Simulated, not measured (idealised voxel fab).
Proc. module: voxel capacitor over wiring
Square cells of 5 nm make up the cross-section cut, whose width is 270 nm.
Cross-section spec: square-cell grid; bands listed top down; each band is one or more rows. Per band: top height and bottom height in nm, followed by the left-to-right materials and their widths in nm; "throughout" marks a single material spanning edge to edge, "empty" marks empty space. Height 0 is the level under which the wafer as received is all one material. The lowest band goes on downwards, as in "0 nm and below". The two numbers in a width such as "30..40" mark its ends across the band: the first belongs to the top row of cells, the second to the bottom row, and from each row to the next the width moves by the same amount. The designation "no change occurred", where it is given for a processing step, indicates that no cell of the cross-section was altered in the course of that step. In the "Sealed void inventory" entry, you get each enclosed empty space of 8 cells or more, one with no open way to the top, written width x height at distance, distance from the left edge, in nm. Where a step's line continues beyond its settings, the continuation is a remark by the simulator itself on that step. The optional step-line setting "overlay nm" applies to steps with a mask and quantifies how far to the right of its planned location the mask lay, a negative value indicating leftward placement. Quick note on how to read the rest: it's all pairs. You get the cross-section before a process step and the one after, but the after one only goes down as far as the lowest band that changed. The step in between, with its settings, sits under the pair. Heads up, the pairs can come from different runs of this module on the same starting wafer, so don't assume a pair picks up from the one above unless its "Structure before processing" entry says it does.
Structure before processing
    100 nm to 80 nm | resist 95 nm  empty 15 nm  resist 160 nm
    80 nm to 65 nm | SiO2 throughout
    65 nm to 60 nm | SiO2 85 nm  TiN 15 nm  SiO2 55 nm  TiN 5 nm  SiO2 110 nm
    60 nm to 55 nm | SiO2 85 nm  HfO2 15 nm  SiO2 55 nm  HfO2 5 nm  SiO2 110 nm
    55 nm to 50 nm | SiO2 80 nm  TiN 20 nm  SiO2 55 nm  TiN 10 nm  SiO2 105 nm
    50 nm to 45 nm | SiO2 80 nm  TiN 85 nm  SiO2 105 nm
    45 nm to 40 nm | SiO2 60 nm  Ru 25 nm  SiO2 15 nm  HfO2 55 nm  Ru 55 nm  SiO2 60 nm
    40 nm to 35 nm | SiO2 60 nm  Ru 25 nm  SiO2 15 nm  TiN 55 nm  Ru 55 nm  SiO2 60 nm
    35 nm to 30 nm | SiO2 60 nm  Ru 25 nm  SiCN 15 nm  TiN 55 nm  Ru 55 nm  SiO2 60 nm
    30 nm to 15 nm | lowk 70 nm  SiCN 5 nm  W 25 nm  SiCN 5 nm  lowk 60 nm  SiCN 5 nm  W 25 nm  SiCN 5 nm  lowk 70 nm
    15 nm to 10 nm | SiCN 75 nm  TiN 25 nm  SiCN 70 nm  TiN 25 nm  SiCN 75 nm
    10 nm to 0 nm | SiO2 throughout
    0 nm and below | Si throughout
    Sealed void inventory: none
Step Outcome
    100 nm to 80 nm | resist 95 nm  empty 15 nm  resist 160 nm
    80 nm to 65 nm | SiO2 95 nm  empty 15 nm  SiO2 160 nm
    Below 65 it's all the same as before, nothing changed down there.
    Sealed void inventory: none
The structure shown above changes from one cross-section to the other through op DIRECTIONAL_ETCH | etch materials SiO2 | depth nm 15
Structure before processing: identical to the post-step cross-section of the immediately preceding pair.
Step Outcome
    80 nm to 65 nm | SiO2 95 nm  empty 15 nm  SiO2 160 nm
    Below 65 it's all the same as before, nothing changed down there.
    Sealed void inventory: none
The structure shown above changes from one cross-section to the other through op STRIP | etch materials resist
Structure before processing: identical to the post-step cross-section of the immediately preceding pair.
Step Outcome
    85 nm to 80 nm | TiN 100 nm  empty 5 nm  TiN 165 nm
    80 nm to 70 nm | SiO2 95 nm  TiN 5 nm  empty 5 nm  TiN 5 nm  SiO2 160 nm
    70 nm to 65 nm | SiO2 95 nm  TiN 15 nm  SiO2 160 nm
    Below 65 it's all the same as before, nothing changed down there.
    Sealed void inventory: none
The structure shown above changes from one cross-section to the other through op CONFORMAL_DEP | material TiN | thk nm 5
Structure before processing: identical to the post-step cross-section of the immediately preceding pair.
Step Outcome
    95 nm to 85 nm | W throughout
    85 nm to 80 nm | TiN 100 nm  W 5 nm  TiN 165 nm
    80 nm to 70 nm | SiO2 95 nm  TiN 5 nm  W 5 nm  TiN 5 nm  SiO2 160 nm
    Below 70 it's all the same as before, nothing changed down there.
    Sealed void inventory: none
The structure shown above changes from one cross-section to the other through op FILL_DEP | material W | thk nm 10
Structure before processing: identical to the post-step cross-section of the immediately preceding pair.
Step Outcome
    80 nm to 70 nm | SiO2 95 nm  TiN 5 nm  W 5 nm  TiN 5 nm  SiO2 160 nm
    Below 70 it's all the same as before, nothing changed down there.
    Sealed void inventory: none
The structure shown above changes from one cross-section to the other through op CMP | height nm 80
Structure before processing: identical to the post-step cross-section of the immediately preceding pair.
Step Outcome
    85 nm to 80 nm | SiN throughout
    Below 80 it's all the same as before, nothing changed down there.
    Sealed void inventory: none
The structure shown above changes from one cross-section to the other through op CONFORMAL_DEP | material SiN | thk nm 5
